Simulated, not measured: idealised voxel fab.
Proc. module: voxel wiring stack
The figure presents cross-section cut, which has a width of 235 nm and is divided into square cells with an edge length of 5 nm.
A cross-section is written here as square cells arranged in a grid, and it is given in bands from the top down, each band taking up one or more rows of cells. For a band, the entry starts with two heights in nm, that of the top and then that of the bottom, and carries on with the band's materials in order from left to right, each alongside its width in nm; the word "everywhere" beside a single material means it fills the band edge to edge, and "blank" means empty space. Heads up on the height convention: 0 is the point under which the incoming wafer is all one material, and the lowest band has no bottom, it just keeps going down, like "z 0 and below". A two-number width, for instance "30 to 40", indicates that the width is equal to the first number in the top row of the band and to the second number in the bottom row, and that it changes by a constant amount per row of cells. The designation "stayed the same", where it is given for a processing step, indicates that no cell of the cross-section was altered in the course of that step. "Fully closed voids" lists enclosed empty spaces (at least 8 cells, no open path upward to the top), each as width x height at distance from the left edge, in nm. Step line, after settings: the simulator's comment on this step. For masked steps, "overlay nm" on the step line gives how far right of plan the mask actually lay; a minus sign means it lay to the left.

[These are the steps we planned for the process]
1 RECEIVE: material Si
2 CONFORMAL_DEP: material SiO2, thk nm 10
3 DIRECTIONAL_DEP: material TiN, thk nm 5
4 DIRECTIONAL_DEP: material Ru, thk nm 15
5 DIRECTIONAL_DEP: material aC, thk nm 15
6 PATTERN: tone cover, mask id METAL_1, material resist, width nm 20, pitch nm 50, thk nm 30, overlay nm 0
7 DIRECTIONAL_ETCH: etch materials aC, depth nm 15
8 STRIP: etch materials resist
9 DIRECTIONAL_ETCH: etch materials Ru, depth nm 15
10 DIRECTIONAL_ETCH: etch materials TiN, depth nm 5
11 STRIP: etch materials aC
12 CONFORMAL_DEP: material SiCN, thk nm 5
13 FILL_DEP: material SiO2, thk nm 5
14 CMP: height nm 30
15 CONFORMAL_DEP: material SiCN, thk nm 5
16 DIRECTIONAL_DEP: material SiO2, thk nm 15
17 DIRECTIONAL_DEP: material aC, thk nm 10
18 PATTERN: tone open, mask id PLUG_1, material resist, width nm 15, pitch nm 50, thk nm 25, overlay nm 0
19 DIRECTIONAL_ETCH: etch materials aC, depth nm 10
20 STRIP: etch materials resist
21 DIRECTIONAL_ETCH: etch materials SiO2, depth nm 15
22 DIRECTIONAL_ETCH: etch materials SiCN, depth nm 5
23 STRIP: etch materials aC
24 CONFORMAL_DEP: material TiN, thk nm 5
25 FILL_DEP: material Ru, thk nm 5
26 CMP: height nm 50
27 CONFORMAL_DEP: material SiN, thk nm 5
28 DIRECTIONAL_DEP: material lowk, thk nm 25
29 MASKED_ETCH: tone open, mask id METAL_2, width nm 20, pitch nm 50, etch materials lowk, depth nm 25, overlay nm 0
30 MASKED_ETCH: tone open, mask id METAL_2, width nm 20, pitch nm 50, etch materials SiN, depth nm 5, overlay nm 0
31 CONFORMAL_DEP: material TiN, thk nm 5
32 FILL_DEP: material W, thk nm 5
33 CMP: height nm 80
34 CONFORMAL_DEP: material SiCN, thk nm 5
35 DIRECTIONAL_DEP: material SiO2, thk nm 30
36 DIRECTIONAL_DEP: material aC, thk nm 10
37 PATTERN: tone open, mask id METAL_3_HOLES, material resist, width nm 15, thk nm 30, overlay nm 0
38 DIRECTIONAL_ETCH: etch materials aC, depth nm 10
39 STRIP: etch materials resist
40 DIRECTIONAL_ETCH: etch materials SiO2, depth nm 30
41 STRIP: etch materials aC
42 MASKED_ETCH: tone open, mask id METAL_3, width nm 20, pitch nm 50, etch materials SiO2, depth nm 15, overlay nm 0
43 MASKED_ETCH: tone open, mask id METAL_3, width nm 20, pitch nm 50, etch materials SiCN, depth nm 5, overlay nm 0
44 CONFORMAL_DEP: material TiN, thk nm 5
45 FILL_DEP: material Ru, thk nm 5
46 CMP: height nm 115
47 CONFORMAL_DEP: material SiN, thk nm 5

[Cross-sectional view of the wafer in its as-received condition, corresponding to the state after step 1]
* z 0 and below = Si everywhere
* Fully closed voids: none

[Cross-section: first of two wafers, module finished, run according to plan]
* z 120 to 115 = SiN everywhere
* z 115 to 105 = 80 of SiO2, 5 of TiN, 10 of Ru, 5 of TiN, 30 of SiO2, 5 of TiN, 10 of Ru, 5 of TiN, 85 of SiO2
* z 105 to 100 = 80 of SiO2, 5 of TiN, 5 of Ru, 10 of TiN, 30 of SiO2, 20 of TiN, 85 of SiO2
* z 100 to 85 = 80 of SiO2, 5 of TiN, 5 of Ru, 5 of TiN, 140 of SiO2
* z 85 to 80 = 80 of SiCN, 15 of TiN, 140 of SiCN
* z 80 to 55 = 80 of lowk, 5 of TiN, 10 of W, 5 of TiN, 30 of lowk, 5 of TiN, 10 of W, 5 of TiN, 85 of lowk
* z 55 to 50 = 80 of SiN, 20 of TiN, 30 of SiN, 20 of TiN, 85 of SiN
* z 50 to 35 = 80 of SiO2, 5 of TiN, 5 of Ru, 5 of TiN, 35 of SiO2, 5 of TiN, 5 of Ru, 5 of TiN, 90 of SiO2
* z 35 to 30 = 80 of SiCN, 15 of TiN, 35 of SiCN, 15 of TiN, 90 of SiCN
* z 30 to 15 = 75 of SiO2, 5 of SiCN, 20 of Ru, 5 of SiCN, 20 of SiO2, 5 of SiCN, 20 of Ru, 5 of SiCN, 80 of SiO2
* z 15 to 10 = 80 of SiCN, 20 of TiN, 30 of SiCN, 20 of TiN, 85 of SiCN
* z 10 to 0 = SiO2 everywhere
* z 0 and below = Si everywhere
* Fully closed voids: none

[This cross-section belongs to the second wafer of two at the end of the module; the start and the plan were shared with the first, and the run included one mistake]
* z 120 to 115 = SiN everywhere
* z 115 to 105 = 80 of SiO2, 5 of TiN, 15 of Ru, 5 of TiN, 30 of SiO2, 5 of TiN, 10 of Ru, 5 of TiN, 80 of SiO2
* z 105 to 100 = 80 of SiO2, 5 of TiN, 5 of Ru, 15 of TiN, 30 of SiO2, 20 of TiN, 80 of SiO2
* z 100 to 85 = 80 of SiO2, 5 of TiN, 5 of Ru, 5 of TiN, 140 of SiO2
* z 85 to 80 = 80 of SiCN, 15 of TiN, 140 of SiCN
* z 80 to 55 = 80 of lowk, 5 of TiN, 10 of W, 5 of TiN, 30 of lowk, 5 of TiN, 10 of W, 5 of TiN, 85 of lowk
* z 55 to 50 = 80 of SiN, 20 of TiN, 30 of SiN, 20 of TiN, 85 of SiN
* z 50 to 35 = 80 of SiO2, 5 of TiN, 5 of Ru, 5 of TiN, 35 of SiO2, 5 of TiN, 5 of Ru, 5 of TiN, 90 of SiO2
* z 35 to 30 = 80 of SiCN, 15 of TiN, 35 of SiCN, 15 of TiN, 90 of SiCN
* z 30 to 15 = 75 of SiO2, 5 of SiCN, 20 of Ru, 5 of SiCN, 20 of SiO2, 5 of SiCN, 20 of Ru, 5 of SiCN, 80 of SiO2
* z 15 to 10 = 80 of SiCN, 20 of TiN, 30 of SiCN, 20 of TiN, 85 of SiCN
* z 10 to 0 = SiO2 everywhere
* z 0 and below = Si everywhere
* Fully closed voids: none
What went wrong in running the wafer? step 42 ran with different settings than intended, the actual operation and settings being MASKED_ETCH: tone open, mask id METAL_3, width nm 20, pitch nm 50, etch materials SiO2, depth nm 15, overlay nm 5
Materials where the second wafer ends with more or fewer cells than the first: Ru: 2 more, SiO2: 3 fewer, TiN: 1 more
